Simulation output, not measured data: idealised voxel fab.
Process module name: voxel capacitor over wiring
The figure presents cross-section cut, which has a width of 235 nm and is divided into square cells with an edge length of 5 nm.
Just so we're on the same page, the cross-sections are grids of square cells, and they're listed out in bands top to bottom, each band one or more rows deep. Quick guide to a band line: top height, bottom height (nm) up front; then every material left to right with its width in nm. Only one material and it's marked "all across"? Then it fills the band edge to edge. And "air" just means empty space. Height 0 is the level under which the wafer as received is all one material. The lowest band goes on downwards, as in "0..down". So if you see something like "30..40" for the width, read it as the top row of the band sitting at the first number and the bottom row at the second, with every row in between moving by the same amount as the last. Step marked "no change occurred"? Then no cell in the cross-section changed in it. For the entry "Cavities, sealed", the listed items are empty spaces with no open way to the top whose size is 8 cells or more; each item follows the pattern width x height at distance, where distance is from the left edge and all three are in nm. Formally, on a step line, whatever follows the settings is a remark that the simulator itself makes on the step. A step line may carry the setting "overlay nm", which, for steps involving a mask, states the distance by which the mask lay to the right of its intended position; negative values denote displacement to the left.

**The following list gives the planned process steps**
1,op RECEIVE | material Si
2,op CONFORMAL_DEP | material SiO2 | thk nm 10
3,op DIRECTIONAL_DEP | material TiN | thk nm 5
4,op DIRECTIONAL_DEP | material Ru | thk nm 25
5,op DIRECTIONAL_DEP | material aC | thk nm 10
6,op PATTERN | tone cover | mask id METAL_1 | material resist | width nm 30 | pitch nm 90 | thk nm 25 | overlay nm 0
7,op DIRECTIONAL_ETCH | etch materials aC | depth nm 10
8,op STRIP | etch materials resist
9,op DIRECTIONAL_ETCH | etch materials Ru | depth nm 25
10,op DIRECTIONAL_ETCH | etch materials TiN | depth nm 5
11,op STRIP | etch materials aC
12,op CONFORMAL_DEP | material SiN | thk nm 5
13,op FILL_DEP | material SiO2 | thk nm 5
14,op CMP | height nm 40
15,op CONFORMAL_DEP | material SiCN | thk nm 5
16,op DIRECTIONAL_DEP | material lowk | thk nm 10
17,op DIRECTIONAL_DEP | material aC | thk nm 10
18,op PATTERN | tone open | mask id PLUG_1 | material resist | width nm 15 | thk nm 25 | overlay nm 0
19,op DIRECTIONAL_ETCH | etch materials aC | depth nm 10
20,op STRIP | etch materials resist
21,op DIRECTIONAL_ETCH | etch materials lowk | depth nm 10
22,op DIRECTIONAL_ETCH | etch materials SiCN | depth nm 5
23,op STRIP | etch materials aC
24,op EPI | material Ru | thk nm 10
25,op EPI | material Ru | thk nm 5
26,op DIRECTIONAL_DEP | material TiN | thk nm 10
27,op DIRECTIONAL_DEP | material Al2O3 | thk nm 5
28,op DIRECTIONAL_DEP | material TiN | thk nm 10
29,op PATTERN | tone cover | mask id UPPER_PLATE | material resist | width nm 65 | thk nm 20 | overlay nm 0
30,op DIRECTIONAL_ETCH | etch materials TiN | depth nm 10
31,op DIRECTIONAL_ETCH | etch materials Al2O3 | depth nm 5
32,op STRIP | etch materials resist
33,op DIRECTIONAL_DEP | material aC | thk nm 15
34,op PATTERN | tone cover | mask id LOWER_PLATE | material resist | width nm 75 | thk nm 35 | overlay nm 0
35,op DIRECTIONAL_ETCH | etch materials aC | depth nm 15
36,op STRIP | etch materials resist
37,op DIRECTIONAL_ETCH | etch materials TiN | depth nm 10
38,op STRIP | etch materials aC
39,op FILL_DEP | material SiO2 | thk nm 15
40,op CMP | height nm 90
41,op MASKED_ETCH | tone open | mask id PLUG_2 | width nm 15 | etch materials SiO2 | depth nm 10 | overlay nm 0
42,op CONFORMAL_DEP | material TiN | thk nm 5
43,op FILL_DEP | material W | thk nm 5
44,op CMP | height nm 90
45,op CONFORMAL_DEP | material SiCN | thk nm 5

**As-received wafer cross-section (after step 1)**
> 0..down: Si all across
> Cavities, sealed: none

**a wafer at the end: this start, this plan, one mistake**
> 95..90: SiCN all across
> 90..85: SiO2 80, TiN 5, W 5, TiN 5, SiO2 140
> 85..80: SiO2 80, TiN 15, SiO2 140
> 80..70: SiO2 70, TiN 15, SiO2 45, TiN 5, SiO2 100
> 70..65: SiO2 70, Al2O3 15, SiO2 45, Al2O3 5, SiO2 100
> 65..55: SiO2 65, TiN 75, SiO2 95
> 55..50: SiO2 40, Ru 30, lowk 15, Al2O3 45, Ru 60, SiO2 45
> 50..45: SiO2 40, Ru 30, lowk 15, TiN 45, Ru 60, SiO2 45
> 45..40: SiO2 40, Ru 30, SiCN 15, TiN 45, Ru 60, SiO2 45
> 40..15: SiO2 50, SiN 5, Ru 30, SiN 5, SiO2 50, SiN 5, Ru 30, SiN 5, SiO2 55
> 15..10: SiN 55, TiN 30, SiN 60, TiN 30, SiN 60
> 10..0: SiO2 all across
> 0..down: Si all across
> Cavities, sealed: none
Where did the run depart from the plan? step 18 did not use the planned setting and instead ran as op PATTERN | tone cover | mask id PLUG_1 | material resist | width nm 15 | thk nm 25 | overlay nm 0
